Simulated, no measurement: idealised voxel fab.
process module | voxel ribs on slabs
cross-section cut | 275 nm wide | cells 5 nm
A cross-section is a grid of square cells, given in bands from the top down. A band is one or more rows of cells.
Each band's line starts with the height of the band's top and of its bottom, in nm. Then come its materials from left to right, each with its width in nm. One material with "throughout" fills the band from edge to edge. "air" is empty space.
Height 0 is the level under which the wafer as received is all one material. The lowest band goes on downwards, as in "0 down".
A width such as "30 to 40" changes by the same amount from each row of cells to the next, from the band's top row to its bottom row.
"no change" after a step means that no cell of the cross-section changed.
closed voids: empty space of 8 cells or more with no open way to the top, each as width x height at its distance from the left edge, in nm
after a step's settings: what the simulator itself notes on the step
overlay nm, on a step with a mask: how far to the right of its planned place the mask lay; to the left if negative
Each pair below shows a cross-section before one step and the cross-section after it, down to the lowest band that changed. The line under each pair gives the step between them, with its settings. The pairs can come from different runs of this module on the same starting wafer, so a pair continues from the pair above only where its "before" says so.
before
  0 down: Si throughout
  closed voids: none
after
  20 to 0: SiO2 throughout
  below 0: unchanged
  closed voids: none
the step between: op DIRECTIONAL_DEP | material SiO2 | thk nm 20
before: the cross-section after the pair above
after
  40 to 20: SiN throughout
  below 20: unchanged
  closed voids: none
the step between: op DIRECTIONAL_DEP | material SiN | thk nm 20
before: the cross-section after the pair above
after
  40 to 30: air 125 | SiN 25 | air 125
  below 30: unchanged
  closed voids: none
the step between: op MASKED_ETCH | tone cover | mask id RIB | width nm 25 | etch materials SiN | depth nm 10 | overlay nm 0
before: the cross-section after the pair above
after
  40 to 30: air 125 | SiN 25 | air 125
  30 to 20: air 110 | SiN 55 | air 110
  below 20: unchanged
  closed voids: none
the step between: op MASKED_ETCH | tone cover | mask id SLAB | width nm 55 | etch materials SiN | depth nm 10 | overlay nm 0
before: the cross-section after the pair above
after
  65 to 40: SiO2 throughout
  40 to 30: SiO2 125 | SiN 25 | SiO2 125
  30 to 20: SiO2 110 | SiN 55 | SiO2 110
  below 20: unchanged
  closed voids: none
the step between: op FILL_DEP | material SiO2 | thk nm 25
before: the cross-section after the pair above
after
  60 to 40: SiO2 throughout
  below 40: unchanged
  closed voids: none
the step between: op CMP | height nm 60
before: the cross-section after the pair above
after
  65 to 60: TiN throughout
  below 60: unchanged
  closed voids: none
the step between: op DIRECTIONAL_DEP | material TiN | thk nm 5
before: the cross-section after the pair above
after
  85 to 65: air 120 | resist 35 | air 120
  below 65: unchanged
  closed voids: none
the step between: op PATTERN | tone cover | mask id HEATER | material resist | width nm 35 | thk nm 20 | overlay nm 0
before: the cross-section after the pair above
after
  85 to 65: air 120 | resist 35 | air 120
  65 to 60: air 120 | TiN 35 | air 120
  below 60: unchanged
  closed voids: none
the step between: op DIRECTIONAL_ETCH | etch materials TiN | depth nm 5
before: the cross-section after the pair above
after
  65 to 60: air 120 | TiN 35 | air 120
  below 60: unchanged
  closed voids: none
the step between: op STRIP | etch materials resist
before: the cross-section after the pair above
after
  75 to 70: air 110 | SiN 55 | air 110
  70 to 65: SiN throughout
  65 to 60: SiN 120 | TiN 35 | SiN 120
  below 60: unchanged
  closed voids: none
the step between: op CONFORMAL_DEP | material SiN | thk nm 10
before
  20 to 0: SiO2 throughout
  0 down: Si throughout
  closed voids: none
after
  40 to 0: SiO2 throughout
  below 0: unchanged
  closed voids: none
the step between: op DIRECTIONAL_DEP | material SiO2 | thk nm 20
before: the cross-section after the pair above
after
  60 to 40: SiN throughout
  below 40: unchanged
  closed voids: none
the step between: op DIRECTIONAL_DEP | material SiN | thk nm 20
before: the cross-section after the pair above
after
  60 to 50: air 125 | SiN 25 | air 125
  below 50: unchanged
  closed voids: none
the step between: op MASKED_ETCH | tone cover | mask id RIB | width nm 25 | etch materials SiN | depth nm 10 | overlay nm 0
before: the cross-section after the pair above
after
  60 to 50: air 125 | SiN 25 | air 125
  50 to 40: air 110 | SiN 55 | air 110
  below 40: unchanged
  closed voids: none
the step between: op MASKED_ETCH | tone cover | mask id SLAB | width nm 55 | etch materials SiN | depth nm 10 | overlay nm 0
before: the cross-section after the pair above
after
  85 to 60: SiO2 throughout
  60 to 50: SiO2 125 | SiN 25 | SiO2 125
  50 to 40: SiO2 110 | SiN 55 | SiO2 110
  below 40: unchanged
  closed voids: none
the step between: op FILL_DEP | material SiO2 | thk nm 25
before: the cross-section after the pair above
after
  60 to 50: SiO2 125 | SiN 25 | SiO2 125
  below 50: unchanged
  closed voids: none
the step between: op CMP | height nm 60
before: the cross-section after the pair above
after
  65 to 60: TiN throughout
  below 60: unchanged
  closed voids: none
the step between: op DIRECTIONAL_DEP | material TiN | thk nm 5
before: the cross-section after the pair above
after
  85 to 65: air 120 | resist 35 | air 120
  below 65: unchanged
  closed voids: none
the step between: op PATTERN | tone cover | mask id HEATER | material resist | width nm 35 | thk nm 20 | overlay nm 0
before: the cross-section after the pair above
after
  85 to 65: air 120 | resist 35 | air 120
  65 to 60: air 120 | TiN 35 | air 120
  below 60: unchanged
  closed voids: none
the step between: op DIRECTIONAL_ETCH | etch materials TiN | depth nm 5
before: the cross-section after the pair above
after
  65 to 60: air 120 | TiN 35 | air 120
  below 60: unchanged
  closed voids: none
the step between: op STRIP | etch materials resist
before: the cross-section after the pair above
after
  75 to 70: air 110 | SiN 55 | air 110
  70 to 65: SiN throughout
  65 to 60: SiN 120 | TiN 35 | SiN 120
  below 60: unchanged
  closed voids: none
the step between: op CONFORMAL_DEP | material SiN | thk nm 10
before
  0 down: Si throughout
  closed voids: none
after
  20 to 0: SiN throughout
  below 0: unchanged
  closed voids: none
the step between: op DIRECTIONAL_DEP | material SiN | thk nm 20
before: the cross-section after the pair above
after
  40 to 20: SiO2 throughout
  below 20: unchanged
  closed voids: none
the step between: op DIRECTIONAL_DEP | material SiO2 | thk nm 20
before: the cross-section after the pair above
after
  65 to 20: SiO2 throughout
  below 20: unchanged
  closed voids: none
the step between: op FILL_DEP | material SiO2 | thk nm 25
before: the cross-section after the pair above
after
  60 to 20: SiO2 throughout
  below 20: unchanged
  closed voids: none
the step between: op CMP | height nm 60
before: the cross-section after the pair above
after
  65 to 60: TiN throughout
  below 60: unchanged
  closed voids: none
the step between: op DIRECTIONAL_DEP | material TiN | thk nm 5
before: the cross-section after the pair above
after
  85 to 65: air 120 | resist 35 | air 120
  below 65: unchanged
  closed voids: none
the step between: op PATTERN | tone cover | mask id HEATER | material resist | width nm 35 | thk nm 20 | overlay nm 0
before: the cross-section after the pair above
after
  85 to 65: air 120 | resist 35 | air 120
  65 to 60: air 120 | TiN 35 | air 120
  below 60: unchanged
  closed voids: none
the step between: op DIRECTIONAL_ETCH | etch materials TiN | depth nm 5
before: the cross-section after the pair above
after
  65 to 60: air 120 | TiN 35 | air 120
  below 60: unchanged
  closed voids: none
the step between: op STRIP | etch materials resist
before: the cross-section after the pair above
after
  75 to 70: air 110 | SiN 55 | air 110
  70 to 65: SiN throughout
  65 to 60: SiN 120 | TiN 35 | SiN 120
  below 60: unchanged
  closed voids: none
the step between: op CONFORMAL_DEP | material SiN | thk nm 10
before
  40 to 20: SiN throughout
  20 to 0: SiO2 throughout
  0 down: Si throughout
  closed voids: none
after
  40 to 25: air 125 | SiN 25 | air 125
  below 25: unchanged
  closed voids: none
the step between: op MASKED_ETCH | tone cover | mask id RIB | width nm 25 | etch materials SiN | depth nm 15 | overlay nm 0
before: the cross-section after the pair above
after
  40 to 25: air 125 | SiN 25 | air 125
  25 to 20: air 110 | SiN 55 | air 110
  below 20: unchanged
  closed voids: none
the step between: op MASKED_ETCH | tone cover | mask id SLAB | width nm 55 | etch materials SiN | depth nm 10 | overlay nm 0
before: the cross-section after the pair above
after
  65 to 40: SiO2 throughout
  40 to 25: SiO2 125 | SiN 25 | SiO2 125
  25 to 20: SiO2 110 | SiN 55 | SiO2 110
  below 20: unchanged
  closed voids: none
the step between: op FILL_DEP | material SiO2 | thk nm 25
before: the cross-section after the pair above
after
  60 to 40: SiO2 throughout
  below 40: unchanged
  closed voids: none
the step between: op CMP | height nm 60
before: the cross-section after the pair above
after
  65 to 60: TiN throughout
  below 60: unchanged
  closed voids: none
the step between: op DIRECTIONAL_DEP | material TiN | thk nm 5
before: the cross-section after the pair above
after
  85 to 65: air 120 | resist 35 | air 120
  below 65: unchanged
  closed voids: none
the step between: op PATTERN | tone cover | mask id HEATER | material resist | width nm 35 | thk nm 20 | overlay nm 0
before: the cross-section after the pair above
after
  85 to 65: air 120 | resist 35 | air 120
  65 to 60: air 120 | TiN 35 | air 120
  below 60: unchanged
  closed voids: none
the step between: op DIRECTIONAL_ETCH | etch materials TiN | depth nm 5
before: the cross-section after the pair above
after
  65 to 60: air 120 | TiN 35 | air 120
  below 60: unchanged
  closed voids: none
the step between: op STRIP | etch materials resist
before: the cross-section after the pair above
after
  75 to 70: air 110 | SiN 55 | air 110
  70 to 65: SiN throughout
  65 to 60: SiN 120 | TiN 35 | SiN 120
  below 60: unchanged
  closed voids: none
the step between: op CONFORMAL_DEP | material SiN | thk nm 10
before
  40 to 30: air 125 | SiN 25 | air 125
  30 to 20: SiN throughout
  20 to 0: SiO2 throughout
  0 down: Si throughout
  closed voids: none
after
  40 to 30: air 125 | SiN 25 | air 125
  30 to 20: air 115 | SiN 45 | air 115
  below 20: unchanged
  closed voids: none
the step between: op MASKED_ETCH | tone cover | mask id SLAB | width nm 45 | etch materials SiN | depth nm 10 | overlay nm 0
before: the cross-section after the pair above
after
  65 to 40: SiO2 throughout
  40 to 30: SiO2 125 | SiN 25 | SiO2 125
  30 to 20: SiO2 115 | SiN 45 | SiO2 115
  below 20: unchanged
  closed voids: none
the step between: op FILL_DEP | material SiO2 | thk nm 25
before: the cross-section after the pair above
after
  60 to 40: SiO2 throughout
  below 40: unchanged
  closed voids: none
the step between: op CMP | height nm 60
before: the cross-section after the pair above
after
  65 to 60: TiN throughout
  below 60: unchanged
  closed voids: none
the step between: op DIRECTIONAL_DEP | material TiN | thk nm 5
before: the cross-section after the pair above
after
  85 to 65: air 120 | resist 35 | air 120
  below 65: unchanged
  closed voids: none
the step between: op PATTERN | tone cover | mask id HEATER | material resist | width nm 35 | thk nm 20 | overlay nm 0
before: the cross-section after the pair above
after
  85 to 65: air 120 | resist 35 | air 120
  65 to 60: air 120 | TiN 35 | air 120
  below 60: unchanged
  closed voids: none
the step between: op DIRECTIONAL_ETCH | etch materials TiN | depth nm 5
before: the cross-section after the pair above
after
  65 to 60: air 120 | TiN 35 | air 120
  below 60: unchanged
  closed voids: none
the step between: op STRIP | etch materials resist
before: the cross-section after the pair above
after
  75 to 70: air 110 | SiN 55 | air 110
  70 to 65: SiN throughout
  65 to 60: SiN 120 | TiN 35 | SiN 120
  below 60: unchanged
  closed voids: none
the step between: op CONFORMAL_DEP | material SiN | thk nm 10
before
  40 to 20: SiN throughout
  20 to 0: SiO2 throughout
  0 down: Si throughout
  closed voids: none
after
  40 to 30: air 120 | SiN 25 | air 130
  below 30: unchanged
  closed voids: none
the step between: op MASKED_ETCH | tone cover | mask id RIB | width nm 25 | etch materials SiN | depth nm 10 | overlay nm -5
before: the cross-section after the pair above
after
  40 to 30: air 120 | SiN 25 | air 130
  30 to 20: air 110 | SiN 55 | air 110
  below 20: unchanged
  closed voids: none
the step between: op MASKED_ETCH | tone cover | mask id SLAB | width nm 55 | etch materials SiN | depth nm 10 | overlay nm 0
before: the cross-section after the pair above
after
  65 to 40: SiO2 throughout
  40 to 30: SiO2 120 | SiN 25 | SiO2 130
  30 to 20: SiO2 110 | SiN 55 | SiO2 110
  below 20: unchanged
  closed voids: none
the step between: op FILL_DEP | material SiO2 | thk nm 25
before: the cross-section after the pair above
after
  60 to 40: SiO2 throughout
  below 40: unchanged
  closed voids: none
the step between: op CMP | height nm 60
before: the cross-section after the pair above
after
  65 to 60: TiN throughout
  below 60: unchanged
  closed voids: none
the step between: op DIRECTIONAL_DEP | material TiN | thk nm 5
before: the cross-section after the pair above
after
  85 to 65: air 120 | resist 35 | air 120
  below 65: unchanged
  closed voids: none
the step between: op PATTERN | tone cover | mask id HEATER | material resist | width nm 35 | thk nm 20 | overlay nm 0
before: the cross-section after the pair above
after
  85 to 65: air 120 | resist 35 | air 120
  65 to 60: air 120 | TiN 35 | air 120
  below 60: unchanged
  closed voids: none
the step between: op DIRECTIONAL_ETCH | etch materials TiN | depth nm 5
before: the cross-section after the pair above
after
  65 to 60: air 120 | TiN 35 | air 120
  below 60: unchanged
  closed voids: none
the step between: op STRIP | etch materials resist
before: the cross-section after the pair above
after
  75 to 70: air 110 | SiN 55 | air 110
  70 to 65: SiN throughout
  65 to 60: SiN 120 | TiN 35 | SiN 120
  below 60: unchanged
  closed voids: none
the step between: op CONFORMAL_DEP | material SiN | thk nm 10
before
  40 to 30: air 125 | SiN 25 | air 125
  30 to 20: air 110 | SiN 55 | air 110
  20 to 0: SiO2 throughout
  0 down: Si throughout
  closed voids: none
after
  65 to 20: SiN throughout
  below 20: unchanged
  closed voids: none
the step between: op FILL_DEP | material SiN | thk nm 25
before: the cross-section after the pair above
after
  60 to 20: SiN throughout
  below 20: unchanged
  closed voids: none
the step between: op CMP | height nm 60
before: the cross-section after the pair above
after
  65 to 60: TiN throughout
  below 60: unchanged
  closed voids: none
the step between: op DIRECTIONAL_DEP | material TiN | thk nm 5
before: the cross-section after the pair above
after
  85 to 65: air 120 | resist 35 | air 120
  below 65: unchanged
  closed voids: none
the step between: op PATTERN | tone cover | mask id HEATER | material resist | width nm 35 | thk nm 20 | overlay nm 0
before: the cross-section after the pair above
after
  85 to 65: air 120 | resist 35 | air 120
  65 to 60: air 120 | TiN 35 | air 120
  below 60: unchanged
  closed voids: none
the step between: op DIRECTIONAL_ETCH | etch materials TiN | depth nm 5
before: the cross-section after the pair above
after
  65 to 60: air 120 | TiN 35 | air 120
  below 60: unchanged
  closed voids: none
the step between: op STRIP | etch materials resist
before: the cross-section after the pair above
after
  75 to 70: air 110 | SiN 55 | air 110
  70 to 65: SiN throughout
  65 to 60: SiN 120 | TiN 35 | SiN 120
  below 60: unchanged
  closed voids: none
the step between: op CONFORMAL_DEP | material SiN | thk nm 10
before
  65 to 60: TiN throughout
  60 to 40: SiO2 throughout
  40 to 30: SiO2 125 | SiN 25 | SiO2 125
  30 to 20: SiO2 110 | SiN 55 | SiO2 110
  20 to 0: SiO2 throughout
  0 down: Si throughout
  closed voids: none
after
  85 to 65: resist 120 | air 35 | resist 120
  below 65: unchanged
  closed voids: none
the step between: op PATTERN | tone open | mask id HEATER | material resist | width nm 35 | thk nm 20 | overlay nm 0
before: the cross-section after the pair above
after
  85 to 65: resist 120 | air 35 | resist 120
  65 to 60: TiN 120 | air 35 | TiN 120
  below 60: unchanged
  closed voids: none
the step between: op DIRECTIONAL_ETCH | etch materials TiN | depth nm 5
before: the cross-section after the pair above
after
  65 to 60: TiN 120 | air 35 | TiN 120
  below 60: unchanged
  closed voids: none
the step between: op STRIP | etch materials resist
before: the cross-section after the pair above
after
  75 to 70: SiN 130 | air 15 | SiN 130
  70 to 65: SiN throughout
  65 to 60: TiN 120 | SiN 35 | TiN 120
  below 60: unchanged
  closed voids: none
the step between: op CONFORMAL_DEP | material SiN | thk nm 10
